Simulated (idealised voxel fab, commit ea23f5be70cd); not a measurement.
voxel self aligned contacts: a process module
The cross-section on display is named cut; it measures 300 nm wide, and its cells are 5 nm squares.
For the purposes of this document, a cross-section shall be understood as a grid of square cells, specified as bands listed in top-to-bottom order, each band consisting of one or more rows of cells. Within each band entry, the heights of the top and of the bottom of the band appear first, in that order and in nm; the materials of the band then follow from left to right, each with its corresponding width in nm. The designation "throughout" on a single material indicates that it fills the band from edge to edge; the designation "empty" indicates empty space. Height is counted from the level 0, under which the received wafer is composed throughout of one material. The lowest of the bands is not closed at the bottom but continues downward, in the notation "0 and below". Read "30..40" as a graded width: first number on top, second number at the bottom, same change between each pair of neighbouring rows. The designation "no change", where it is given for a processing step, indicates that no cell of the cross-section was altered in the course of that step. In "Closed void entries" the enclosed voids are listed, meaning empty spaces of 8 cells or larger without any opening to the top. The form is width x height at distance, distance from the left edge, units nm. Past the settings on a step's line: simulator remark, on that step. A step's line can hold "overlay nm"; with a mask on that step, the setting says how far right of the planned place the mask lay, while a negative setting says it lay to the left.
**Listed below are the process steps as planned**
1,RECEIVE, material Si
2,CONFORMAL_DEP, material SiO2, thk nm 5
3,DIRECTIONAL_DEP, material polySi, thk nm 25
4,DIRECTIONAL_DEP, material SiN, thk nm 20
5,DIRECTIONAL_DEP, material aC, thk nm 10
6,PATTERN, tone cover, mask id GATE, material resist, width nm 25, pitch nm 55, thk nm 30, overlay nm 0
7,DIRECTIONAL_ETCH, etch materials aC, depth nm 10
8,STRIP, etch materials resist
9,DIRECTIONAL_ETCH, etch materials SiN, depth nm 20
10,DIRECTIONAL_ETCH, etch materials polySi, depth nm 25
11,STRIP, etch materials aC
12,CONFORMAL_DEP, material SiN, thk nm 5
13,DIRECTIONAL_ETCH, etch materials SiN, depth nm 5
14,FILL_DEP, material SiO2, thk nm 10
15,CMP, height nm 55
16,MASKED_ETCH, tone open, mask id CONTACT, width nm 40, pitch nm 55, etch materials SiO2, depth nm 55, overlay nm 0
17,CONFORMAL_DEP, material TiN, thk nm 5
18,FILL_DEP, material W, thk nm 5
19,CMP, height nm 55
20,CONFORMAL_DEP, material SiCN, thk nm 5
**Run as planned: first of two wafers**
**As-received state of the wafer in cross-section, equivalent to post-step 1**
> 0 and below  Si throughout
> Closed void entries: none
**Upon completion of step 2, the wafer appears in cross-section as shown**
> 5 down to 0  SiO2 throughout
> Nothing below the height 0 has changed.
**Upon completion of step 3, the wafer appears in cross-section as shown**
> 30 down to 5  polySi throughout
> Nothing below the height 5 has changed.
**Upon completion of step 4, the wafer appears in cross-section as shown**
> 50 down to 30  SiN throughout
> Nothing below the height 30 has changed.
**Upon completion of step 5, the wafer appears in cross-section as shown**
> 60 down to 50  aC throughout
> Nothing below the height 50 has changed.
**Upon completion of step 6, the wafer appears in cross-section as shown**
> 90 down to 60  empty: 80, resist: 25, empty: 30, resist: 25, empty: 30, resist: 25, empty: 85
> Nothing below the height 60 has changed.
**Upon completion of step 7, the wafer appears in cross-section as shown**
> 80 down to 60  empty: 80, resist: 25, empty: 30, resist: 25, empty: 30, resist: 25, empty: 85
> 60 down to 50  empty: 80, aC: 25, empty: 30, aC: 25, empty: 30, aC: 25, empty: 85
> Nothing below the height 50 has changed.
**Upon completion of step 8, the wafer appears in cross-section as shown**
> 60 down to 50  empty: 80, aC: 25, empty: 30, aC: 25, empty: 30, aC: 25, empty: 85
> Nothing below the height 50 has changed.
**Upon completion of step 9, the wafer appears in cross-section as shown**
> 60 down to 50  empty: 80, aC: 25, empty: 30, aC: 25, empty: 30, aC: 25, empty: 85
> 50 down to 30  empty: 80, SiN: 25, empty: 30, SiN: 25, empty: 30, SiN: 25, empty: 85
> Nothing below the height 30 has changed.
**Upon completion of step 10, the wafer appears in cross-section as shown**
> 60 down to 50  empty: 80, aC: 25, empty: 30, aC: 25, empty: 30, aC: 25, empty: 85
> 50 down to 30  empty: 80, SiN: 25, empty: 30, SiN: 25, empty: 30, SiN: 25, empty: 85
> 30 down to 5  empty: 80, polySi: 25, empty: 30, polySi: 25, empty: 30, polySi: 25, empty: 85
> Nothing below the height 5 has changed.
**Upon completion of step 11, the wafer appears in cross-section as shown**
> 50 down to 30  empty: 80, SiN: 25, empty: 30, SiN: 25, empty: 30, SiN: 25, empty: 85
> Nothing below the height 30 has changed.
**Upon completion of step 12, the wafer appears in cross-section as shown**
> 55 down to 30  empty: 75, SiN: 35, empty: 20, SiN: 35, empty: 20, SiN: 35, empty: 80
> 30 down to 10  empty: 75, SiN: 5, polySi: 25, SiN: 5, empty: 20, SiN: 5, polySi: 25, SiN: 5, empty: 20, SiN: 5, polySi: 25, SiN: 5, empty: 80
> 10 down to 5  SiN: 80, polySi: 25, SiN: 30, polySi: 25, SiN: 30, polySi: 25, SiN: 85
> Nothing below the height 5 has changed.
**Upon completion of step 13, the wafer appears in cross-section as shown**
> 50 down to 30  empty: 75, SiN: 35, empty: 20, SiN: 35, empty: 20, SiN: 35, empty: 80
> 30 down to 5  empty: 75, SiN: 5, polySi: 25, SiN: 5, empty: 20, SiN: 5, polySi: 25, SiN: 5, empty: 20, SiN: 5, polySi: 25, SiN: 5, empty: 80
> Nothing below the height 5 has changed.
**Upon completion of step 14, the wafer appears in cross-section as shown**
> 60 down to 50  SiO2 throughout
> 50 down to 30  SiO2: 75, SiN: 35, SiO2: 20, SiN: 35, SiO2: 20, SiN: 35, SiO2: 80
> 30 down to 5  SiO2: 75, SiN: 5, polySi: 25, SiN: 5, SiO2: 20, SiN: 5, polySi: 25, SiN: 5, SiO2: 20, SiN: 5, polySi: 25, SiN: 5, SiO2: 80
> Nothing below the height 5 has changed.
**Upon completion of step 15, the wafer appears in cross-section as shown**
> 55 down to 50  SiO2 throughout
> Nothing below the height 50 has changed.
**Upon completion of step 16, the wafer appears in cross-section as shown**
> 55 down to 50  SiO2: 100, empty: 40, SiO2: 15, empty: 40, SiO2: 105
> 50 down to 30  SiO2: 75, SiN: 35, empty: 20, SiN: 35, empty: 20, SiN: 35, SiO2: 80
> 30 down to 5  SiO2: 75, SiN: 5, polySi: 25, SiN: 5, empty: 20, SiN: 5, polySi: 25, SiN: 5, empty: 20, SiN: 5, polySi: 25, SiN: 5, SiO2: 80
> 5 down to 0  SiO2: 110, empty: 20, SiO2: 35, empty: 20, SiO2: 115
> Nothing below the height 0 has changed.
**Upon completion of step 17, the wafer appears in cross-section as shown**
> 60 down to 55  TiN: 105, empty: 30, TiN: 25, empty: 30, TiN: 110
> 55 down to 50  SiO2: 100, TiN: 15, empty: 10, TiN: 15, SiO2: 15, TiN: 15, empty: 10, TiN: 15, SiO2: 105
> 50 down to 30  SiO2: 75, SiN: 35, TiN: 5, empty: 10, TiN: 5, SiN: 35, TiN: 5, empty: 10, TiN: 5, SiN: 35, SiO2: 80
> 30 down to 5  SiO2: 75, SiN: 5, polySi: 25, SiN: 5, TiN: 5, empty: 10, TiN: 5, SiN: 5, polySi: 25, SiN: 5, TiN: 5, empty: 10, TiN: 5, SiN: 5, polySi: 25, SiN: 5, SiO2: 80
> 5 down to 0  SiO2: 110, TiN: 20, SiO2: 35, TiN: 20, SiO2: 115
> Nothing below the height 0 has changed.
**Upon completion of step 18, the wafer appears in cross-section as shown**
> 65 down to 60  W throughout
> 60 down to 55  TiN: 105, W: 30, TiN: 25, W: 30, TiN: 110
> 55 down to 50  SiO2: 100, TiN: 15, W: 10, TiN: 15, SiO2: 15, TiN: 15, W: 10, TiN: 15, SiO2: 105
> 50 down to 30  SiO2: 75, SiN: 35, TiN: 5, W: 10, TiN: 5, SiN: 35, TiN: 5, W: 10, TiN: 5, SiN: 35, SiO2: 80
> 30 down to 5  SiO2: 75, SiN: 5, polySi: 25, SiN: 5, TiN: 5, W: 10, TiN: 5, SiN: 5, polySi: 25, SiN: 5, TiN: 5, W: 10, TiN: 5, SiN: 5, polySi: 25, SiN: 5, SiO2: 80
> Nothing below the height 5 has changed.
**Upon completion of step 19, the wafer appears in cross-section as shown**
> 55 down to 50  SiO2: 100, TiN: 15, W: 10, TiN: 15, SiO2: 15, TiN: 15, W: 10, TiN: 15, SiO2: 105
> Nothing below the height 50 has changed.
**Upon completion of step 20, the wafer appears in cross-section as shown**
> 60 down to 55  SiCN throughout
> Nothing below the height 55 has changed.
**The second wafer began exactly as the first did and followed the same plan, but one mistake was made while running it; through step 11 inclusive, the two wafers are identical**
**What the second wafer looks like in cross-section when step 12 should have wrapped up**
> 65 down to 30  empty: 65, SiN: 165, empty: 70
> 30 down to 20  empty: 65, SiN: 15, polySi: 25, SiN: 30, polySi: 25, SiN: 30, polySi: 25, SiN: 15, empty: 70
> 20 down to 5  SiN: 80, polySi: 25, SiN: 30, polySi: 25, SiN: 30, polySi: 25, SiN: 85
> Nothing below the height 5 has changed.
**What the second wafer looks like in cross-section when step 13 should have wrapped up**
> 60 down to 30  empty: 65, SiN: 165, empty: 70
> 30 down to 15  empty: 65, SiN: 15, polySi: 25, SiN: 30, polySi: 25, SiN: 30, polySi: 25, SiN: 15, empty: 70
> Nothing below the height 15 has changed.
**What the second wafer looks like in cross-section when step 14 should have wrapped up**
> 70 down to 60  SiO2 throughout
> 60 down to 30  SiO2: 65, SiN: 165, SiO2: 70
> 30 down to 15  SiO2: 65, SiN: 15, polySi: 25, SiN: 30, polySi: 25, SiN: 30, polySi: 25, SiN: 15, SiO2: 70
> Nothing below the height 15 has changed.
**What the second wafer looks like in cross-section when step 15 should have wrapped up**
> 55 down to 30  SiO2: 65, SiN: 165, SiO2: 70
> Nothing below the height 30 has changed.
What the second wafer looks like in cross-section when step 16 should have wrapped up: no change
**What the second wafer looks like in cross-section when step 17 should have wrapped up**
> 60 down to 55  TiN throughout
> Nothing below the height 55 has changed.
**What the second wafer looks like in cross-section when step 18 should have wrapped up**
> 65 down to 60  W throughout
> Nothing below the height 60 has changed.
**What the second wafer looks like in cross-section when step 19 should have wrapped up**
> 55 down to 30  SiO2: 65, SiN: 165, SiO2: 70
> Nothing below the height 30 has changed.
**What the second wafer looks like in cross-section when step 20 should have wrapped up**
> 60 down to 55  SiCN throughout
> Nothing below the height 55 has changed.
Heads up, the wafer didn't run the way we planned it: for step 12, the planned setting was not used; the step was instead run as CONFORMAL_DEP, material SiN, thk nm 15
At the finish, the second wafer shows more or fewer cells for some materials than the first does: SiN +195; SiO2 -99; TiN -56; W -40
